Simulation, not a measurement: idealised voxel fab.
process module | voxel capacitor over wiring
cross-section cut | 240 nm wide | cells 5 nm
A cross-section is a grid of square cells, given in bands from the top down. A band is one or more rows of cells.
Each band's line starts with the height of the band's top and of its bottom, in nm. Then come its materials from left to right, each with its width in nm. One material with "throughout" fills the band from edge to edge. "air" is empty space.
Height 0 is the level under which the wafer as received is all one material. The lowest band goes on downwards, as in "0 down".
A width such as "30 to 40" changes by the same amount from each row of cells to the next, from the band's top row to its bottom row.
"no change" after a step means that no cell of the cross-section changed.
closed voids: empty space of 8 cells or more with no open way to the top, each as width x height at its distance from the left edge, in nm
after a step's settings: what the simulator itself notes on the step
overlay nm, on a step with a mask: how far to the right of its planned place the mask lay; to the left if negative
plan
1 op RECEIVE | material Si
2 op CONFORMAL_DEP | material SiO2 | thk nm 10
3 op DIRECTIONAL_DEP | material TiN | thk nm 5
4 op DIRECTIONAL_DEP | material W | thk nm 15
5 op DIRECTIONAL_DEP | material aC | thk nm 15
6 op PATTERN | tone cover | mask id METAL_1 | material resist | width nm 20 | pitch nm 70 | thk nm 35 | overlay nm 0
7 op DIRECTIONAL_ETCH | etch materials aC | depth nm 15
8 op STRIP | etch materials resist
9 op DIRECTIONAL_ETCH | etch materials W | depth nm 15
10 op DIRECTIONAL_ETCH | etch materials TiN | depth nm 5
11 op STRIP | etch materials aC
12 op FILL_DEP | material lowk | thk nm 5
13 op CMP | height nm 30
14 op CONFORMAL_DEP | material SiCN | thk nm 5
15 op DIRECTIONAL_DEP | material lowk | thk nm 10
16 op DIRECTIONAL_DEP | material aC | thk nm 10
17 op PATTERN | tone open | mask id PLUG_1 | material resist | width nm 15 | thk nm 30 | overlay nm 0
18 op DIRECTIONAL_ETCH | etch materials aC | depth nm 10
19 op STRIP | etch materials resist
20 op DIRECTIONAL_ETCH | etch materials lowk | depth nm 10
21 op DIRECTIONAL_ETCH | etch materials SiCN | depth nm 5
22 op STRIP | etch materials aC
23 op CONFORMAL_DEP | material TiN | thk nm 5
24 op FILL_DEP | material W | thk nm 10
25 op CMP | height nm 45
26 op DIRECTIONAL_DEP | material TiN | thk nm 5
27 op DIRECTIONAL_DEP | material SiN | thk nm 5
28 op DIRECTIONAL_DEP | material TiN | thk nm 10
29 op DIRECTIONAL_DEP | material aC | thk nm 15
30 op PATTERN | tone cover | mask id UPPER_PLATE | material resist | width nm 55 | thk nm 35 | overlay nm 0
31 op DIRECTIONAL_ETCH | etch materials aC | depth nm 15
32 op STRIP | etch materials resist
33 op DIRECTIONAL_ETCH | etch materials TiN | depth nm 10
34 op DIRECTIONAL_ETCH | etch materials SiN | depth nm 5
35 op STRIP | etch materials aC
36 op PATTERN | tone cover | mask id LOWER_PLATE | material resist | width nm 65 | thk nm 15 | overlay nm 0
37 op DIRECTIONAL_ETCH | etch materials TiN | depth nm 5
38 op STRIP | etch materials resist
39 op FILL_DEP | material SiO2 | thk nm 15
40 op CMP | height nm 75
41 op PATTERN | tone open | mask id PLUG_2 | material resist | width nm 15 | thk nm 20 | overlay nm 0
42 op DIRECTIONAL_ETCH | etch materials SiO2 | depth nm 10
43 op STRIP | etch materials resist
44 op CONFORMAL_DEP | material TiN | thk nm 5
45 op FILL_DEP | material Ru | thk nm 5
46 op CMP | height nm 75
47 op CONFORMAL_DEP | material SiCN | thk nm 5
as received, after step 1
  0 down: Si throughout
  closed voids: none
a wafer at the end: this start, this plan, one mistake
  80 to 75: SiCN throughout
  75 to 70: Ru 85 | TiN 5 | SiO2 15 | TiN 5 | Ru 130
  70 to 65: TiN 90 | SiO2 15 | TiN 135
  65 to 55: SiO2 80 | TiN 55 | SiO2 105
  55 to 50: SiO2 80 | SiN 55 | SiO2 105
  50 to 45: SiO2 75 | TiN 65 | SiO2 100
  45 to 35: lowk 80 | TiN 5 | W 5 | TiN 5 | lowk 145
  35 to 30: SiCN 80 | TiN 15 | SiCN 145
  30 to 15: lowk 75 | W 20 | lowk 50 | W 20 | lowk 75
  15 to 10: lowk 75 | TiN 20 | lowk 50 | TiN 20 | lowk 75
  10 to 0: SiO2 throughout
  0 down: Si throughout
  closed voids: none
what went wrong: step 41 ran as: op PATTERN | tone cover | mask id PLUG_2 | material resist | width nm 15 | thk nm 20 | overlay nm 0
